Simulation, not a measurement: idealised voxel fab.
Proc. module: voxel transistor to metal
Cross-section cut spans 190 nm and uses square cells 5 nm in size.
Cross-section format: a grid of square cells, given as bands from top to bottom; each band is one or more rows of cells. Basically the band line says how high the top is and how high the bottom is, in nm, and then what's in it from left to right, every material with its width in nm. Empty space shows up as "air", and if a single material carries "edge to edge" it runs the full band edge to edge. For the purposes of this specification, 0 denotes the height below which the wafer in its as-received condition is composed wholly of one material, and the lowermost band, lacking a lower limit, extends downward without end, as expressed in "top 0, no bottom". A two-number width, for instance "30 to 40", indicates that the width is equal to the first number in the top row of the band and to the second number in the bottom row, and that it changes by a constant amount per row of cells. For the purposes of this document, the phrase "changes: none" attached to a step denotes that no cell within the cross-section was modified by that step. "Closed void inventory" specifies each empty space that is not open to the top and that occupies no fewer than 8 cells, using the form width x height at distance, the distance measured from the left edge and all three quantities in nm. The remark found on a step's line after its settings is issued by the simulator itself and pertains to that step. The "overlay nm" setting may appear on a step's line; for a step that uses a mask, it gives how far to the right of its planned position the mask lay, and a negative value indicates the left.
The following list gives the planned process steps:
1) RECEIVE (material Si)
2) OXIDIZE (depth nm 5)
3) CONFORMAL_DEP (material SiN; thk nm 10)
4) MASKED_ETCH (tone cover; mask id ACTIVE; width nm 100; etch materials SiN; depth nm 10; overlay nm 0)
5) MASKED_ETCH (tone cover; mask id ACTIVE; width nm 100; etch materials SiO2; depth nm 5; overlay nm 0)
6) MASKED_ETCH (tone cover; mask id ACTIVE; width nm 100; etch materials Si; depth nm 35; overlay nm 0)
7) OXIDIZE (depth nm 5)
8) FILL_DEP (material SiO2; thk nm 15)
9) CMP (height nm 10)
10) SELECTIVE_ETCH (etch materials SiO2; depth nm 5)
11) STRIP (etch materials SiN)
12) SELECTIVE_ETCH (etch materials SiO2; depth nm 5)
13) OXIDIZE (depth nm 5)
14) DIRECTIONAL_DEP (material polySi; thk nm 20)
15) DIRECTIONAL_DEP (material SiCN; thk nm 10)
16) PATTERN (tone cover; mask id GATE; material resist; width nm 20; thk nm 20; overlay nm 0)
17) DIRECTIONAL_ETCH (etch materials SiCN; depth nm 20)
18) DIRECTIONAL_ETCH (etch materials polySi; depth nm 30)
19) STRIP (etch materials resist)
20) CONFORMAL_DEP (material SiO2; thk nm 5)
21) DIRECTIONAL_ETCH (etch materials SiO2; depth nm 5)
22) CONFORMAL_DEP (material SiN; thk nm 10)
23) DIRECTIONAL_ETCH (etch materials SiN; depth nm 10)
24) DIRECTIONAL_ETCH (etch materials SiO2; depth nm 5)
25) DIRECTIONAL_ETCH (etch materials Si; depth nm 10)
26) EPI (material nSi; thk nm 15)
27) FILL_DEP (material SiO2; thk nm 10)
28) CMP (height nm 25)
29) DIRECTIONAL_DEP (material SiO2; thk nm 15)
30) PATTERN (tone open; mask id CONTACT; material resist; width nm 15; pitch nm 75; thk nm 20; overlay nm 0)
31) DIRECTIONAL_ETCH (etch materials SiO2; depth nm 35)
32) STRIP (etch materials resist)
33) CONFORMAL_DEP (material TiN; thk nm 5)
34) FILL_DEP (material Ru; thk nm 10)
35) CMP (height nm 40)
36) CONFORMAL_DEP (material SiCN; thk nm 5)
37) DIRECTIONAL_DEP (material lowk; thk nm 15)
38) PATTERN (tone open; mask id METAL_1; material resist; width nm 15; pitch nm 75; thk nm 20; overlay nm 0)
39) DIRECTIONAL_ETCH (etch materials lowk; depth nm 15)
40) DIRECTIONAL_ETCH (etch materials SiCN; depth nm 5)
41) STRIP (etch materials resist)
42) CONFORMAL_DEP (material TiN; thk nm 5)
43) FILL_DEP (material Ru; thk nm 5)
44) CMP (height nm 60)
45) CONFORMAL_DEP (material SiN; thk nm 5)
First of two wafers - as planned:
Step 1 complete: cross-section of the wafer as received:
* top 0, no bottom = Si edge to edge
* Closed void inventory: none
Once step 2 is through, the wafer looks like this in cross-section:
* top 0, bottom -5 = SiO2 edge to edge
* All layers under -5 are left as they were.
Once step 3 is through, the wafer looks like this in cross-section:
* top 10, bottom 0 = SiN edge to edge
* All layers under 0 are left as they were.
Once step 4 is through, the wafer looks like this in cross-section:
* top 10, bottom 0 = air=45  SiN=100  air=45
* All layers under 0 are left as they were.
Once step 5 is through, the wafer looks like this in cross-section:
* top 10, bottom 0 = air=45  SiN=100  air=45
* top 0, bottom -5 = air=45  SiO2=100  air=45
* All layers under -5 are left as they were.
Once step 6 is through, the wafer looks like this in cross-section:
* top 10, bottom 0 = air=45  SiN=100  air=45
* top 0, bottom -5 = air=45  SiO2=100  air=45
* top -5, bottom -40 = air=45  Si=100  air=45
* All layers under -40 are left as they were.
Once step 7 is through, the wafer looks like this in cross-section:
* top 10, bottom 0 = air=45  SiN=100  air=45
* top 0, bottom -5 = air=45  SiO2=100  air=45
* top -5, bottom -40 = air=45  SiO2=5  Si=90  SiO2=5  air=45
* top -40, bottom -45 = SiO2=50  Si=90  SiO2=50
* All layers under -45 are left as they were.
Once step 8 is through, the wafer looks like this in cross-section:
* top 25, bottom 10 = SiO2 edge to edge
* top 10, bottom 0 = SiO2=45  SiN=100  SiO2=45
* top 0, bottom -5 = SiO2 edge to edge
* top -5, bottom -45 = SiO2=50  Si=90  SiO2=50
* All layers under -45 are left as they were.
Once step 9 is through, the wafer looks like this in cross-section:
* top 10, bottom 0 = SiO2=45  SiN=100  SiO2=45
* All layers under 0 are left as they were.
Once step 10 is through, the wafer looks like this in cross-section:
* top 10, bottom 5 = air=45  SiN=100  air=45
* All layers under 5 are left as they were.
Once step 11 is through, the wafer looks like this in cross-section:
* top 5, bottom 0 = SiO2=45  air=100  SiO2=45
* All layers under 0 are left as they were.
Once step 12 is through, the wafer looks like this in cross-section:
* top 0, bottom -5 = SiO2=40  air=110  SiO2=40
* All layers under -5 are left as they were.
Once step 13 is through, the wafer looks like this in cross-section:
* top 0, bottom -5 = SiO2=40  air=110  SiO2=40
* top -5, bottom -10 = SiO2 edge to edge
* All layers under -10 are left as they were.
Once step 14 is through, the wafer looks like this in cross-section:
* top 20, bottom 15 = polySi=40  air=110  polySi=40
* top 15, bottom 0 = polySi edge to edge
* top 0, bottom -5 = SiO2=40  polySi=110  SiO2=40
* All layers under -5 are left as they were.
Once step 15 is through, the wafer looks like this in cross-section:
* top 30, bottom 25 = SiCN=40  air=110  SiCN=40
* top 25, bottom 20 = SiCN edge to edge
* top 20, bottom 15 = polySi=40  SiCN=110  polySi=40
* All layers under 15 are left as they were.
Once step 16 is through, the wafer looks like this in cross-section:
* top 50, bottom 30 = air=85  resist=20  air=85
* top 30, bottom 25 = SiCN=40  air=45  resist=20  air=45  SiCN=40
* All layers under 25 are left as they were.
Once step 17 is through, the wafer looks like this in cross-section:
* top 50, bottom 25 = air=85  resist=20  air=85
* top 25, bottom 20 = air=85  SiCN=20  air=85
* top 20, bottom 15 = polySi=40  air=45  SiCN=20  air=45  polySi=40
* All layers under 15 are left as they were.
Once step 18 is through, the wafer looks like this in cross-section:
* top 50, bottom 25 = air=85  resist=20  air=85
* top 25, bottom 15 = air=85  SiCN=20  air=85
* top 15, bottom 0 = air=85  polySi=20  air=85
* top 0, bottom -5 = SiO2=40  air=45  polySi=20  air=45  SiO2=40
* All layers under -5 are left as they were.
Once step 19 is through, the wafer looks like this in cross-section:
* top 25, bottom 15 = air=85  SiCN=20  air=85
* All layers under 15 are left as they were.
Once step 20 is through, the wafer looks like this in cross-section:
* top 30, bottom 25 = air=80  SiO2=30  air=80
* top 25, bottom 15 = air=80  SiO2=5  SiCN=20  SiO2=5  air=80
* top 15, bottom 5 = air=80  SiO2=5  polySi=20  SiO2=5  air=80
* top 5, bottom 0 = SiO2=45  air=35  SiO2=5  polySi=20  SiO2=5  air=35  SiO2=45
* top 0, bottom -5 = SiO2=85  polySi=20  SiO2=85
* All layers under -5 are left as they were.
Once step 21 is through, the wafer looks like this in cross-section:
* top 25, bottom 15 = air=80  SiO2=5  SiCN=20  SiO2=5  air=80
* top 15, bottom 0 = air=80  SiO2=5  polySi=20  SiO2=5  air=80
* top 0, bottom -5 = SiO2=45  air=35  SiO2=5  polySi=20  SiO2=5  air=35  SiO2=45
* All layers under -5 are left as they were.
Once step 22 is through, the wafer looks like this in cross-section:
* top 35, bottom 25 = air=70  SiN=50  air=70
* top 25, bottom 15 = air=70  SiN=10  SiO2=5  SiCN=20  SiO2=5  SiN=10  air=70
* top 15, bottom 10 = air=70  SiN=10  SiO2=5  polySi=20  SiO2=5  SiN=10  air=70
* top 10, bottom 5 = SiN=55  air=15  SiN=10  SiO2=5  polySi=20  SiO2=5  SiN=10  air=15  SiN=55
* top 5, bottom 0 = SiN=80  SiO2=5  polySi=20  SiO2=5  SiN=80
* top 0, bottom -5 = SiO2=45  SiN=35  SiO2=5  polySi=20  SiO2=5  SiN=35  SiO2=45
* All layers under -5 are left as they were.
Once step 23 is through, the wafer looks like this in cross-section:
* top 25, bottom 15 = air=70  SiN=10  SiO2=5  SiCN=20  SiO2=5  SiN=10  air=70
* top 15, bottom 0 = air=70  SiN=10  SiO2=5  polySi=20  SiO2=5  SiN=10  air=70
* top 0, bottom -5 = SiO2=45  SiN=10  air=15  SiN=10  SiO2=5  polySi=20  SiO2=5  SiN=10  air=15  SiN=10  SiO2=45
* All layers under -5 are left as they were.
Once step 24 is through, the wafer looks like this in cross-section:
* top 25, bottom 20 = air=70  SiN=10  air=5  SiCN=20  air=5  SiN=10  air=70
* top 20, bottom 15 = air=70  SiN=10  SiO2=5  SiCN=20  SiO2=5  SiN=10  air=70
* top 15, bottom 0 = air=70  SiN=10  SiO2=5  polySi=20  SiO2=5  SiN=10  air=70
* top 0, bottom -5 = air=45  SiN=10  air=15  SiN=10  SiO2=5  polySi=20  SiO2=5  SiN=10  air=15  SiN=10  air=45
* top -5, bottom -10 = SiO2=55  air=15  SiO2=50  air=15  SiO2=55
* All layers under -10 are left as they were.
Once step 25 is through, the wafer looks like this in cross-section:
* top 25, bottom 20 = air=70  SiN=10  air=5  SiCN=20  air=5  SiN=10  air=70
* top 20, bottom 15 = air=70  SiN=10  SiO2=5  SiCN=20  SiO2=5  SiN=10  air=70
* top 15, bottom 0 = air=70  SiN=10  SiO2=5  polySi=20  SiO2=5  SiN=10  air=70
* top 0, bottom -5 = air=45  SiN=10  air=15  SiN=10  SiO2=5  polySi=20  SiO2=5  SiN=10  air=15  SiN=10  air=45
* top -5, bottom -10 = SiO2=55  air=15  SiO2=50  air=15  SiO2=55
* top -10, bottom -20 = SiO2=50  Si=5  air=15  Si=50  air=15  Si=5  SiO2=50
* All layers under -20 are left as they were.
Once step 26 is through, the wafer looks like this in cross-section:
* top 25, bottom 20 = air=70  SiN=10  air=5  SiCN=20  air=5  SiN=10  air=70
* top 20, bottom 15 = air=70  SiN=10  SiO2=5  SiCN=20  SiO2=5  SiN=10  air=70
* top 15, bottom 5 = air=70  SiN=10  SiO2=5  polySi=20  SiO2=5  SiN=10  air=70
* top 5, bottom 0 = air=50  nSi=20  SiN=10  SiO2=5  polySi=20  SiO2=5  SiN=10  nSi=20  air=50
* top 0, bottom -5 = air=45  SiN=10  nSi=15  SiN=10  SiO2=5  polySi=20  SiO2=5  SiN=10  nSi=15  SiN=10  air=45
* top -5, bottom -10 = SiO2=55  nSi=15  SiO2=50  nSi=15  SiO2=55
* top -10, bottom -20 = SiO2=50  Si=5  nSi=15  Si=50  nSi=15  Si=5  SiO2=50
* All layers under -20 are left as they were.
Once step 27 is through, the wafer looks like this in cross-section:
* top 35, bottom 25 = SiO2 edge to edge
* top 25, bottom 15 = SiO2=70  SiN=10  SiO2=5  SiCN=20  SiO2=5  SiN=10  SiO2=70
* top 15, bottom 5 = SiO2=70  SiN=10  SiO2=5  polySi=20  SiO2=5  SiN=10  SiO2=70
* top 5, bottom 0 = SiO2=50  nSi=20  SiN=10  SiO2=5  polySi=20  SiO2=5  SiN=10  nSi=20  SiO2=50
* top 0, bottom -5 = SiO2=45  SiN=10  nSi=15  SiN=10  SiO2=5  polySi=20  SiO2=5  SiN=10  nSi=15  SiN=10  SiO2=45
* All layers under -5 are left as they were.
Once step 28 is through, the wafer looks like this in cross-section:
* top 25, bottom 15 = SiO2=70  SiN=10  SiO2=5  SiCN=20  SiO2=5  SiN=10  SiO2=70
* All layers under 15 are left as they were.
Once step 29 is through, the wafer looks like this in cross-section:
* top 40, bottom 25 = SiO2 edge to edge
* All layers under 25 are left as they were.
Once step 30 is through, the wafer looks like this in cross-section:
* top 60, bottom 40 = resist=50  air=15  resist=60  air=15  resist=50
* All layers under 40 are left as they were.
Once step 31 is through, the wafer looks like this in cross-section:
* top 60, bottom 40 = resist=50  air=15  resist=60  air=15  resist=50
* top 40, bottom 25 = SiO2=50  air=15  SiO2=60  air=15  SiO2=50
* top 25, bottom 15 = SiO2=50  air=15  SiO2=5  SiN=10  SiO2=5  SiCN=20  SiO2=5  SiN=10  SiO2=5  air=15  SiO2=50
* top 15, bottom 5 = SiO2=50  air=15  SiO2=5  SiN=10  SiO2=5  polySi=20  SiO2=5  SiN=10  SiO2=5  air=15  SiO2=50
* All layers under 5 are left as they were.
Once step 32 is through, the wafer looks like this in cross-section:
* top 40, bottom 25 = SiO2=50  air=15  SiO2=60  air=15  SiO2=50
* All layers under 25 are left as they were.
Once step 33 is through, the wafer looks like this in cross-section:
* top 45, bottom 40 = TiN=55  air=5  TiN=70  air=5  TiN=55
* top 40, bottom 25 = SiO2=50  TiN=5  air=5  TiN=5  SiO2=60  TiN=5  air=5  TiN=5  SiO2=50
* top 25, bottom 15 = SiO2=50  TiN=5  air=5  TiN=5  SiO2=5  SiN=10  SiO2=5  SiCN=20  SiO2=5  SiN=10  SiO2=5  TiN=5  air=5  TiN=5  SiO2=50
* top 15, bottom 10 = SiO2=50  TiN=5  air=5  TiN=5  SiO2=5  SiN=10  SiO2=5  polySi=20  SiO2=5  SiN=10  SiO2=5  TiN=5  air=5  TiN=5  SiO2=50
* top 10, bottom 5 = SiO2=50  TiN=15  SiO2=5  SiN=10  SiO2=5  polySi=20  SiO2=5  SiN=10  SiO2=5  TiN=15  SiO2=50
* All layers under 5 are left as they were.
Once step 34 is through, the wafer looks like this in cross-section:
* top 55, bottom 45 = Ru edge to edge
* top 45, bottom 40 = TiN=55  Ru=5  TiN=70  Ru=5  TiN=55
* top 40, bottom 25 = SiO2=50  TiN=5  Ru=5  TiN=5  SiO2=60  TiN=5  Ru=5  TiN=5  SiO2=50
* top 25, bottom 15 = SiO2=50  TiN=5  Ru=5  TiN=5  SiO2=5  SiN=10  SiO2=5  SiCN=20  SiO2=5  SiN=10  SiO2=5  TiN=5  Ru=5  TiN=5  SiO2=50
* top 15, bottom 10 = SiO2=50  TiN=5  Ru=5  TiN=5  SiO2=5  SiN=10  SiO2=5  polySi=20  SiO2=5  SiN=10  SiO2=5  TiN=5  Ru=5  TiN=5  SiO2=50
* All layers under 10 are left as they were.
Once step 35 is through, the wafer looks like this in cross-section:
* top 40, bottom 25 = SiO2=50  TiN=5  Ru=5  TiN=5  SiO2=60  TiN=5  Ru=5  TiN=5  SiO2=50
* All layers under 25 are left as they were.
Once step 36 is through, the wafer looks like this in cross-section:
* top 45, bottom 40 = SiCN edge to edge
* All layers under 40 are left as they were.
Once step 37 is through, the wafer looks like this in cross-section:
* top 60, bottom 45 = lowk edge to edge
* All layers under 45 are left as they were.
Once step 38 is through, the wafer looks like this in cross-section:
* top 80, bottom 60 = resist=50  air=15  resist=60  air=15  resist=50
* All layers under 60 are left as they were.
Once step 39 is through, the wafer looks like this in cross-section:
* top 80, bottom 60 = resist=50  air=15  resist=60  air=15  resist=50
* top 60, bottom 45 = lowk=50  air=15  lowk=60  air=15  lowk=50
* All layers under 45 are left as they were.
Once step 40 is through, the wafer looks like this in cross-section:
* top 80, bottom 60 = resist=50  air=15  resist=60  air=15  resist=50
* top 60, bottom 45 = lowk=50  air=15  lowk=60  air=15  lowk=50
* top 45, bottom 40 = SiCN=50  air=15  SiCN=60  air=15  SiCN=50
* All layers under 40 are left as they were.
Once step 41 is through, the wafer looks like this in cross-section:
* top 60, bottom 45 = lowk=50  air=15  lowk=60  air=15  lowk=50
* All layers under 45 are left as they were.
Once step 42 is through, the wafer looks like this in cross-section:
* top 65, bottom 60 = TiN=55  air=5  TiN=70  air=5  TiN=55
* top 60, bottom 45 = lowk=50  TiN=5  air=5  TiN=5  lowk=60  TiN=5  air=5  TiN=5  lowk=50
* top 45, bottom 40 = SiCN=50  TiN=15  SiCN=60  TiN=15  SiCN=50
* All layers under 40 are left as they were.
Once step 43 is through, the wafer looks like this in cross-section:
* top 70, bottom 65 = Ru edge to edge
* top 65, bottom 60 = TiN=55  Ru=5  TiN=70  Ru=5  TiN=55
* top 60, bottom 45 = lowk=50  TiN=5  Ru=5  TiN=5  lowk=60  TiN=5  Ru=5  TiN=5  lowk=50
* All layers under 45 are left as they were.
Once step 44 is through, the wafer looks like this in cross-section:
* top 60, bottom 45 = lowk=50  TiN=5  Ru=5  TiN=5  lowk=60  TiN=5  Ru=5  TiN=5  lowk=50
* All layers under 45 are left as they were.
Once step 45 is through, the wafer looks like this in cross-section:
* top 65, bottom 60 = SiN edge to edge
* All layers under 60 are left as they were.
Wafer two. Same start, same plan, one slip in execution. Same as wafer one through step 9, inclusive:
When step 10 should have ended:
* top 10, bottom 0 = SiO2=45  air=100  SiO2=45
* All layers under 0 are left as they were.
When step 11 should have ended:
* top 5, bottom -5 = SiO2=40  air=110  SiO2=40
* All layers under -5 are left as they were.
When step 12 should have ended:
* top 0, bottom -5 = SiO2=35  air=120  SiO2=35
* top -5, bottom -10 = SiO2=35  air=15  Si=90  air=15  SiO2=35
* All layers under -10 are left as they were.
When step 13 should have ended:
* top 0, bottom -5 = SiO2=35  air=120  SiO2=35
* top -5, bottom -10 = SiO2=35  air=15  SiO2=90  air=15  SiO2=35
* top -10, bottom -15 = SiO2=55  Si=80  SiO2=55
* All layers under -15 are left as they were.
When step 14 should have ended:
* top 20, bottom 15 = polySi=35  air=120  polySi=35
* top 15, bottom 10 = polySi=35  air=15  polySi=90  air=15  polySi=35
* top 10, bottom 0 = polySi edge to edge
* top 0, bottom -5 = SiO2=35  polySi=120  SiO2=35
* top -5, bottom -10 = SiO2=35  polySi=15  SiO2=90  polySi=15  SiO2=35
* All layers under -10 are left as they were.
When step 15 should have ended:
* top 30, bottom 25 = SiCN=35  air=120  SiCN=35
* top 25, bottom 20 = SiCN=35  air=15  SiCN=90  air=15  SiCN=35
* top 20, bottom 15 = polySi=35  SiCN=120  polySi=35
* top 15, bottom 10 = polySi=35  SiCN=15  polySi=90  SiCN=15  polySi=35
* All layers under 10 are left as they were.
When step 16 should have ended:
* top 50, bottom 30 = air=85  resist=20  air=85
* top 30, bottom 25 = SiCN=35  air=50  resist=20  air=50  SiCN=35
* All layers under 25 are left as they were.
When step 17 should have ended:
* top 50, bottom 25 = air=85  resist=20  air=85
* top 25, bottom 20 = air=85  SiCN=20  air=85
* top 20, bottom 15 = polySi=35  air=50  SiCN=20  air=50  polySi=35
* top 15, bottom 10 = polySi=35  air=15  polySi=90  air=15  polySi=35
* All layers under 10 are left as they were.
When step 18 should have ended:
* top 50, bottom 25 = air=85  resist=20  air=85
* top 25, bottom 15 = air=85  SiCN=20  air=85
* top 15, bottom 0 = air=85  polySi=20  air=85
* top 0, bottom -5 = SiO2=35  air=50  polySi=20  air=50  SiO2=35
* top -5, bottom -10 = SiO2=35  air=15  SiO2=90  air=15  SiO2=35
* All layers under -10 are left as they were.
When step 19 should have ended:
* top 25, bottom 15 = air=85  SiCN=20  air=85
* All layers under 15 are left as they were.
When step 20 should have ended:
* top 30, bottom 25 = air=80  SiO2=30  air=80
* top 25, bottom 15 = air=80  SiO2=5  SiCN=20  SiO2=5  air=80
* top 15, bottom 5 = air=80  SiO2=5  polySi=20  SiO2=5  air=80
* top 5, bottom -5 = SiO2=40  air=40 to 5  SiO2=5 to 40  polySi=20  SiO2=5 to 40  air=40 to 5  SiO2=40
* top -5, bottom -10 = SiO2 edge to edge
* All layers under -10 are left as they were.
When step 21 should have ended:
* top 25, bottom 15 = air=80  SiO2=5  SiCN=20  SiO2=5  air=80
* top 15, bottom 0 = air=80  SiO2=5  polySi=20  SiO2=5  air=80
* top 0, bottom -5 = SiO2=40  air=40  SiO2=5  polySi=20  SiO2=5  air=40  SiO2=40
* top -5, bottom -10 = SiO2=40  air=5  SiO2=100  air=5  SiO2=40
* All layers under -10 are left as they were.
When step 22 should have ended:
* top 35, bottom 25 = air=70  SiN=50  air=70
* top 25, bottom 15 = air=70  SiN=10  SiO2=5  SiCN=20  SiO2=5  SiN=10  air=70
* top 15, bottom 10 = air=70  SiN=10  SiO2=5  polySi=20  SiO2=5  SiN=10  air=70
* top 10, bottom 5 = SiN=50  air=20  SiN=10  SiO2=5  polySi=20  SiO2=5  SiN=10  air=20  SiN=50
* top 5, bottom 0 = SiN=80  SiO2=5  polySi=20  SiO2=5  SiN=80
* top 0, bottom -5 = SiO2=40  SiN=40  SiO2=5  polySi=20  SiO2=5  SiN=40  SiO2=40
* top -5, bottom -10 = SiO2=40  SiN=5  SiO2=100  SiN=5  SiO2=40
* All layers under -10 are left as they were.
When step 23 should have ended:
* top 25, bottom 15 = air=70  SiN=10  SiO2=5  SiCN=20  SiO2=5  SiN=10  air=70
* top 15, bottom 0 = air=70  SiN=10  SiO2=5  polySi=20  SiO2=5  SiN=10  air=70
* top 0, bottom -5 = SiO2=40  SiN=10  air=20  SiN=10  SiO2=5  polySi=20  SiO2=5  SiN=10  air=20  SiN=10  SiO2=40
* All layers under -5 are left as they were.
When step 24 should have ended:
* top 25, bottom 20 = air=70  SiN=10  air=5  SiCN=20  air=5  SiN=10  air=70
* top 20, bottom 15 = air=70  SiN=10  SiO2=5  SiCN=20  SiO2=5  SiN=10  air=70
* top 15, bottom 0 = air=70  SiN=10  SiO2=5  polySi=20  SiO2=5  SiN=10  air=70
* top 0, bottom -5 = air=40  SiN=10  air=20  SiN=10  SiO2=5  polySi=20  SiO2=5  SiN=10  air=20  SiN=10  air=40
* top -5, bottom -10 = SiO2=40  SiN=5  SiO2=5  air=20  SiO2=50  air=20  SiO2=5  SiN=5  SiO2=40
* All layers under -10 are left as they were.
When step 25 should have ended:
* top 25, bottom 20 = air=70  SiN=10  air=5  SiCN=20  air=5  SiN=10  air=70
* top 20, bottom 15 = air=70  SiN=10  SiO2=5  SiCN=20  SiO2=5  SiN=10  air=70
* top 15, bottom 0 = air=70  SiN=10  SiO2=5  polySi=20  SiO2=5  SiN=10  air=70
* top 0, bottom -5 = air=40  SiN=10  air=20  SiN=10  SiO2=5  polySi=20  SiO2=5  SiN=10  air=20  SiN=10  air=40
* top -5, bottom -10 = SiO2=40  SiN=5  SiO2=5  air=20  SiO2=50  air=20  SiO2=5  SiN=5  SiO2=40
* top -10, bottom -15 = SiO2=55  air=15  Si=50  air=15  SiO2=55
* top -15, bottom -20 = SiO2=50  Si=5  air=15  Si=50  air=15  Si=5  SiO2=50
* All layers under -20 are left as they were.
When step 26 should have ended:
* top 25, bottom 20 = air=70  SiN=10  air=5  SiCN=20  air=5  SiN=10  air=70
* top 20, bottom 15 = air=70  SiN=10  SiO2=5  SiCN=20  SiO2=5  SiN=10  air=70
* top 15, bottom 5 = air=70  SiN=10  SiO2=5  polySi=20  SiO2=5  SiN=10  air=70
* top 5, bottom 0 = air=55  nSi=15  SiN=10  SiO2=5  polySi=20  SiO2=5  SiN=10  nSi=15  air=55
* top 0, bottom -5 = air=40  SiN=10  nSi=20  SiN=10  SiO2=5  polySi=20  SiO2=5  SiN=10  nSi=20  SiN=10  air=40
* top -5, bottom -10 = SiO2=40  SiN=5  SiO2=5  nSi=20  SiO2=50  nSi=20  SiO2=5  SiN=5  SiO2=40
* top -10, bottom -15 = SiO2=55  nSi=15  Si=50  nSi=15  SiO2=55
* top -15, bottom -20 = SiO2=50  Si=5  nSi=15  Si=50  nSi=15  Si=5  SiO2=50
* All layers under -20 are left as they were.
When step 27 should have ended:
* top 35, bottom 25 = SiO2 edge to edge
* top 25, bottom 15 = SiO2=70  SiN=10  SiO2=5  SiCN=20  SiO2=5  SiN=10  SiO2=70
* top 15, bottom 5 = SiO2=70  SiN=10  SiO2=5  polySi=20  SiO2=5  SiN=10  SiO2=70
* top 5, bottom 0 = SiO2=55  nSi=15  SiN=10  SiO2=5  polySi=20  SiO2=5  SiN=10  nSi=15  SiO2=55
* top 0, bottom -5 = SiO2=40  SiN=10  nSi=20  SiN=10  SiO2=5  polySi=20  SiO2=5  SiN=10  nSi=20  SiN=10  SiO2=40
* All layers under -5 are left as they were.
When step 28 should have ended:
* top 25, bottom 15 = SiO2=70  SiN=10  SiO2=5  SiCN=20  SiO2=5  SiN=10  SiO2=70
* All layers under 15 are left as they were.
When step 29 should have ended:
* top 40, bottom 25 = SiO2 edge to edge
* All layers under 25 are left as they were.
When step 30 should have ended:
* top 60, bottom 40 = resist=50  air=15  resist=60  air=15  resist=50
* All layers under 40 are left as they were.
When step 31 should have ended:
* top 60, bottom 40 = resist=50  air=15  resist=60  air=15  resist=50
* top 40, bottom 25 = SiO2=50  air=15  SiO2=60  air=15  SiO2=50
* top 25, bottom 15 = SiO2=50  air=15  SiO2=5  SiN=10  SiO2=5  SiCN=20  SiO2=5  SiN=10  SiO2=5  air=15  SiO2=50
* top 15, bottom 5 = SiO2=50  air=15  SiO2=5  SiN=10  SiO2=5  polySi=20  SiO2=5  SiN=10  SiO2=5  air=15  SiO2=50
* All layers under 5 are left as they were.
When step 32 should have ended:
* top 40, bottom 25 = SiO2=50  air=15  SiO2=60  air=15  SiO2=50
* All layers under 25 are left as they were.
When step 33 should have ended:
* top 45, bottom 40 = TiN=55  air=5  TiN=70  air=5  TiN=55
* top 40, bottom 25 = SiO2=50  TiN=5  air=5  TiN=5  SiO2=60  TiN=5  air=5  TiN=5  SiO2=50
* top 25, bottom 15 = SiO2=50  TiN=5  air=5  TiN=5  SiO2=5  SiN=10  SiO2=5  SiCN=20  SiO2=5  SiN=10  SiO2=5  TiN=5  air=5  TiN=5  SiO2=50
* top 15, bottom 10 = SiO2=50  TiN=5  air=5  TiN=5  SiO2=5  SiN=10  SiO2=5  polySi=20  SiO2=5  SiN=10  SiO2=5  TiN=5  air=5  TiN=5  SiO2=50
* top 10, bottom 5 = SiO2=50  TiN=15  SiO2=5  SiN=10  SiO2=5  polySi=20  SiO2=5  SiN=10  SiO2=5  TiN=15  SiO2=50
* All layers under 5 are left as they were.
When step 34 should have ended:
* top 55, bottom 45 = Ru edge to edge
* top 45, bottom 40 = TiN=55  Ru=5  TiN=70  Ru=5  TiN=55
* top 40, bottom 25 = SiO2=50  TiN=5  Ru=5  TiN=5  SiO2=60  TiN=5  Ru=5  TiN=5  SiO2=50
* top 25, bottom 15 = SiO2=50  TiN=5  Ru=5  TiN=5  SiO2=5  SiN=10  SiO2=5  SiCN=20  SiO2=5  SiN=10  SiO2=5  TiN=5  Ru=5  TiN=5  SiO2=50
* top 15, bottom 10 = SiO2=50  TiN=5  Ru=5  TiN=5  SiO2=5  SiN=10  SiO2=5  polySi=20  SiO2=5  SiN=10  SiO2=5  TiN=5  Ru=5  TiN=5  SiO2=50
* All layers under 10 are left as they were.
When step 35 should have ended:
* top 40, bottom 25 = SiO2=50  TiN=5  Ru=5  TiN=5  SiO2=60  TiN=5  Ru=5  TiN=5  SiO2=50
* All layers under 25 are left as they were.
When step 36 should have ended:
* top 45, bottom 40 = SiCN edge to edge
* All layers under 40 are left as they were.
When step 37 should have ended:
* top 60, bottom 45 = lowk edge to edge
* All layers under 45 are left as they were.
When step 38 should have ended:
* top 80, bottom 60 = resist=50  air=15  resist=60  air=15  resist=50
* All layers under 60 are left as they were.
When step 39 should have ended:
* top 80, bottom 60 = resist=50  air=15  resist=60  air=15  resist=50
* top 60, bottom 45 = lowk=50  air=15  lowk=60  air=15  lowk=50
* All layers under 45 are left as they were.
When step 40 should have ended:
* top 80, bottom 60 = resist=50  air=15  resist=60  air=15  resist=50
* top 60, bottom 45 = lowk=50  air=15  lowk=60  air=15  lowk=50
* top 45, bottom 40 = SiCN=50  air=15  SiCN=60  air=15  SiCN=50
* All layers under 40 are left as they were.
When step 41 should have ended:
* top 60, bottom 45 = lowk=50  air=15  lowk=60  air=15  lowk=50
* All layers under 45 are left as they were.
When step 42 should have ended:
* top 65, bottom 60 = TiN=55  air=5  TiN=70  air=5  TiN=55
* top 60, bottom 45 = lowk=50  TiN=5  air=5  TiN=5  lowk=60  TiN=5  air=5  TiN=5  lowk=50
* top 45, bottom 40 = SiCN=50  TiN=15  SiCN=60  TiN=15  SiCN=50
* All layers under 40 are left as they were.
When step 43 should have ended:
* top 70, bottom 65 = Ru edge to edge
* top 65, bottom 60 = TiN=55  Ru=5  TiN=70  Ru=5  TiN=55
* top 60, bottom 45 = lowk=50  TiN=5  Ru=5  TiN=5  lowk=60  TiN=5  Ru=5  TiN=5  lowk=50
* All layers under 45 are left as they were.
When step 44 should have ended:
* top 60, bottom 45 = lowk=50  TiN=5  Ru=5  TiN=5  lowk=60  TiN=5  Ru=5  TiN=5  lowk=50
* All layers under 45 are left as they were.
When step 45 should have ended:
* top 65, bottom 60 = SiN edge to edge
* All layers under 60 are left as they were.
What broke from the plan during processing? note: step 10 <-> step 11, run order reversed vs plan
The closing comparison, in cells, has the second wafer with more or fewer of some materials than the first: Si: 2 fewer, SiN: 2 more, SiO2: 2 fewer, nSi: 2 more
